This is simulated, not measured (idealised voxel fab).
process module | voxel trench capacitor
The cross-section on display is named cut; it measures 140 nm wide, and its cells are 5 nm squares.
Cross-section format: a grid of square cells, given as bands from top to bottom; each band is one or more rows of cells.
A band entry consists of two parts. The first gives the height of the band's top and the height of its bottom, in nm. The rest lists the band's materials from left to right, each with its width in nm. A single material labelled with the word "edge to edge" fills the band from edge to edge, and the word "empty" marks empty space.
The level at which height equals 0 is the one under which the wafer, as it arrives, is entirely one material. No lower edge exists for the bottom band, which continues downward and is notated as in "0..down".
Width: "30 to 40" (first number = top row, second number = bottom row, same change from row to row of cells).
No cell of the cross-section changed in a step that is given as "remains unaltered".
Listed in "Sealed cavities": every empty space of 8 or more cells without an open way to the top. Form: width x height at distance, the distance being from the left edge, all in nm.
If you see something after the settings on a step's line, that's the simulator's own remark about that step.
overlay nm, on a step with a mask: how far to the right of its planned place the mask lay; to the left if negative

### Process steps foreseen in the plan
step 1: RECEIVE | material Si
step 2: CONFORMAL_DEP | material SiN | thk nm 10
step 3: PATTERN | tone open | mask id TRENCH | material resist | width nm 20 | pitch nm 40 | thk nm 15 | overlay nm -15
step 4: DIRECTIONAL_ETCH | etch materials SiN | depth nm 10
step 5: DIRECTIONAL_ETCH | etch materials Si | depth nm 25
step 6: STRIP | etch materials resist
step 7: CONFORMAL_DEP | material SiO2 | thk nm 5
step 8: FILL_DEP | material polySi | thk nm 10
step 9: CMP | height nm 10
The plan's step 3 overlay nm is the first wafer's value; the wafers differ in this setting and start identical.

### The first of several wafers in cross-section, exactly as it reached us after step 1
* 0..down: Si edge to edge
* Sealed cavities: none

### Rows = wafers. At module end, each row lists per material the cells gained (+) or lost (-) since the wafer was received, then the closed voids
overlay nm -15, -40 Si, +40 SiN, +32 SiO2, +24 polySi, Sealed cavities: none
overlay nm -10, -40 Si, +40 SiN, +32 SiO2, +24 polySi, Sealed cavities: none
overlay nm -5, -40 Si, +40 SiN, +32 SiO2, +24 polySi, Sealed cavities: none
overlay nm 0, -40 Si, +40 SiN, +32 SiO2, +24 polySi, Sealed cavities: none
overlay nm 5, -40 Si, +40 SiN, +32 SiO2, +24 polySi, Sealed cavities: none
overlay nm 10, -40 Si, +40 SiN, +32 SiO2, +24 polySi, Sealed cavities: none
overlay nm 15, -40 Si, +40 SiN, +32 SiO2, +24 polySi, Sealed cavities: none
